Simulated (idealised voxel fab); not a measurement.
The following process module bears the name voxel self aligned contacts.
Cross-section cut spans 230 nm and uses square cells 5 nm in size.
Think of the cross-section as a grid of square cells. We describe it in bands, top to bottom, and each band covers one or more rows of those cells. Top, bottom (nm), then materials left to right with widths (nm); lone material tagged "throughout" fills the whole band edge to edge; "empty" = empty space. Below 0: as-received wafer, all one material; heights counted from there. Lowest band: no bottom, goes on down, written "0..down". When a width is written as two numbers, as in "30->40", the first number is the width in the top row of cells of the band and the second is the width in its bottom row, and the width changes by the same amount from each row to the next. "same as before" -> step changed no cross-section cell. Closed empty spaces (no open way to the top) of 8 cells or more are what "Enclosed void listing" lists, each as width x height at distance from the left edge, nm for all three. Post-settings text on a step line: simulator's own remark regarding the step. "overlay nm" on a masked step: distance the mask lay right of its planned place, negative for left.

## Process steps - plan
- 1: RECEIVE, material Si
- 2: OXIDIZE, depth nm 5
- 3: DIRECTIONAL_DEP, material polySi, thk nm 30
- 4: DIRECTIONAL_DEP, material SiN, thk nm 20
- 5: DIRECTIONAL_DEP, material aC, thk nm 15
- 6: PATTERN, tone cover, mask id GATE, material resist, width nm 25, pitch nm 50, thk nm 30, overlay nm 0
- 7: DIRECTIONAL_ETCH, etch materials aC, depth nm 15
- 8: STRIP, etch materials resist
- 9: DIRECTIONAL_ETCH, etch materials SiN, depth nm 20
- 10: DIRECTIONAL_ETCH, etch materials polySi, depth nm 30
- 11: STRIP, etch materials aC
- 12: CONFORMAL_DEP, material SiN, thk nm 5
- 13: DIRECTIONAL_ETCH, etch materials SiN, depth nm 5
- 14: FILL_DEP, material SiO2, thk nm 20
- 15: CMP, height nm 60
- 16: PATTERN, tone open, mask id CONTACT, material resist, width nm 35, thk nm 15, overlay nm 0
- 17: DIRECTIONAL_ETCH, etch materials SiO2, depth nm 65
- 18: STRIP, etch materials resist
- 19: CONFORMAL_DEP, material TiN, thk nm 5
- 20: FILL_DEP, material Ru, thk nm 5
- 21: CMP, height nm 60
- 22: CONFORMAL_DEP, material SiCN, thk nm 5

## First out of two wafers; run went to plan

## as received, after step 1
- 0..down  Si throughout
- Enclosed void listing: none

## After step 2, in cross-section
- 0..-5  SiO2 throughout
- Lower than -5, everything is as it was.

## After step 3, in cross-section
- 30..0  polySi throughout
- Lower than 0, everything is as it was.

## After step 4, in cross-section
- 50..30  SiN throughout
- Lower than 30, everything is as it was.

## After step 5, in cross-section
- 65..50  aC throughout
- Lower than 50, everything is as it was.

## After step 6, in cross-section
- 95..65  75 empty  25 resist  25 empty  25 resist  80 empty
- Lower than 65, everything is as it was.

## After step 7, in cross-section
- 80..65  75 empty  25 resist  25 empty  25 resist  80 empty
- 65..50  75 empty  25 aC  25 empty  25 aC  80 empty
- Lower than 50, everything is as it was.

## After step 8, in cross-section
- 65..50  75 empty  25 aC  25 empty  25 aC  80 empty
- Lower than 50, everything is as it was.

## After step 9, in cross-section
- 65..50  75 empty  25 aC  25 empty  25 aC  80 empty
- 50..30  75 empty  25 SiN  25 empty  25 SiN  80 empty
- Lower than 30, everything is as it was.

## After step 10, in cross-section
- 65..50  75 empty  25 aC  25 empty  25 aC  80 empty
- 50..30  75 empty  25 SiN  25 empty  25 SiN  80 empty
- 30..0  75 empty  25 polySi  25 empty  25 polySi  80 empty
- Lower than 0, everything is as it was.

## After step 11, in cross-section
- 50..30  75 empty  25 SiN  25 empty  25 SiN  80 empty
- Lower than 30, everything is as it was.

## After step 12, in cross-section
- 55..30  70 empty  35 SiN  15 empty  35 SiN  75 empty
- 30..5  70 empty  5 SiN  25 polySi  5 SiN  15 empty  5 SiN  25 polySi  5 SiN  75 empty
- 5..0  75 SiN  25 polySi  25 SiN  25 polySi  80 SiN
- Lower than 0, everything is as it was.

## After step 13, in cross-section
- 50..30  70 empty  35 SiN  15 empty  35 SiN  75 empty
- 30..0  70 empty  5 SiN  25 polySi  5 SiN  15 empty  5 SiN  25 polySi  5 SiN  75 empty
- Lower than 0, everything is as it was.

## After step 14, in cross-section
- 70..50  SiO2 throughout
- 50..30  70 SiO2  35 SiN  15 SiO2  35 SiN  75 SiO2
- 30..0  70 SiO2  5 SiN  25 polySi  5 SiN  15 SiO2  5 SiN  25 polySi  5 SiN  75 SiO2
- Lower than 0, everything is as it was.

## After step 15, in cross-section
- 60..50  SiO2 throughout
- Lower than 50, everything is as it was.

## After step 16, in cross-section
- 75..60  95 resist  35 empty  100 resist
- Lower than 60, everything is as it was.

## After step 17, in cross-section
- 75..60  95 resist  35 empty  100 resist
- 60..50  95 SiO2  35 empty  100 SiO2
- 50..30  70 SiO2  35 SiN  15 empty  35 SiN  75 SiO2
- 30..0  70 SiO2  5 SiN  25 polySi  5 SiN  15 empty  5 SiN  25 polySi  5 SiN  75 SiO2
- 0..-5  105 SiO2  15 empty  110 SiO2
- Lower than -5, everything is as it was.

## After step 18, in cross-section
- 60..50  95 SiO2  35 empty  100 SiO2
- Lower than 50, everything is as it was.

## After step 19, in cross-section
- 65..60  100 TiN  25 empty  105 TiN
- 60..50  95 SiO2  5->15 TiN  25->5 empty  5->15 TiN  100 SiO2
- 50..30  70 SiO2  35 SiN  5 TiN  5 empty  5 TiN  35 SiN  75 SiO2
- 30..0  70 SiO2  5 SiN  25 polySi  5 SiN  5 TiN  5 empty  5 TiN  5 SiN  25 polySi  5 SiN  75 SiO2
- 0..-5  105 SiO2  15 TiN  110 SiO2
- Lower than -5, everything is as it was.

## After step 20, in cross-section
- 70..65  Ru throughout
- 65..60  100 TiN  25 Ru  105 TiN
- 60..50  95 SiO2  5->15 TiN  25->5 Ru  5->15 TiN  100 SiO2
- 50..30  70 SiO2  35 SiN  5 TiN  5 Ru  5 TiN  35 SiN  75 SiO2
- 30..0  70 SiO2  5 SiN  25 polySi  5 SiN  5 TiN  5 Ru  5 TiN  5 SiN  25 polySi  5 SiN  75 SiO2
- Lower than 0, everything is as it was.

## After step 21, in cross-section
- 60..50  95 SiO2  5->15 TiN  25->5 Ru  5->15 TiN  100 SiO2
- Lower than 50, everything is as it was.

## After step 22, in cross-section
- 65..60  SiCN throughout
- Lower than 60, everything is as it was.

## Wafer two. Same start, same plan, one slip in execution. Same as wafer one through step 15, inclusive

## when step 16 should have ended
- 75..60  95 empty  35 resist  100 empty
- Lower than 60, everything is as it was.

## when step 17 should have ended
- 75..60  95 empty  35 resist  100 empty
- 60..50  95 empty  35 SiO2  100 empty
- 50..30  70 empty  35 SiN  15 SiO2  35 SiN  75 empty
- 30..0  70 empty  5 SiN  25 polySi  5 SiN  15 SiO2  5 SiN  25 polySi  5 SiN  75 empty
- 0..-5  70 empty  85 SiO2  75 empty
- Lower than -5, everything is as it was.

## when step 18 should have ended
- 60..50  95 empty  35 SiO2  100 empty
- Lower than 50, everything is as it was.

## when step 19 should have ended
- 65..60  90 empty  45 TiN  95 empty
- 60..50  90->65 empty  5->30 TiN  35 SiO2  5->30 TiN  95->70 empty
- 50..30  65 empty  5 TiN  35 SiN  15 SiO2  35 SiN  5 TiN  70 empty
- 30..0  65 empty  5 TiN  5 SiN  25 polySi  5 SiN  15 SiO2  5 SiN  25 polySi  5 SiN  5 TiN  70 empty
- 0..-5  70 TiN  85 SiO2  75 TiN
- Lower than -5, everything is as it was.

## when step 20 should have ended
- 70..65  Ru throughout
- 65..60  90 Ru  45 TiN  95 Ru
- 60..50  90->65 Ru  5->30 TiN  35 SiO2  5->30 TiN  95->70 Ru
- 50..30  65 Ru  5 TiN  35 SiN  15 SiO2  35 SiN  5 TiN  70 Ru
- 30..0  65 Ru  5 TiN  5 SiN  25 polySi  5 SiN  15 SiO2  5 SiN  25 polySi  5 SiN  5 TiN  70 Ru
- Lower than 0, everything is as it was.

## when step 21 should have ended
- 60..50  90->65 Ru  5->30 TiN  35 SiO2  5->30 TiN  95->70 Ru
- Lower than 50, everything is as it was.

## when step 22 should have ended
- 65..60  SiCN throughout
- Lower than 60, everything is as it was.
Short version of what went wrong: step 16 deviated from plan and actually ran as PATTERN, tone cover, mask id CONTACT, material resist, width nm 35, thk nm 15, overlay nm 0
Final cells, second wafer relative to first, materials higher or lower: 318 more of Ru, 350 fewer of SiO2, 32 more of TiN
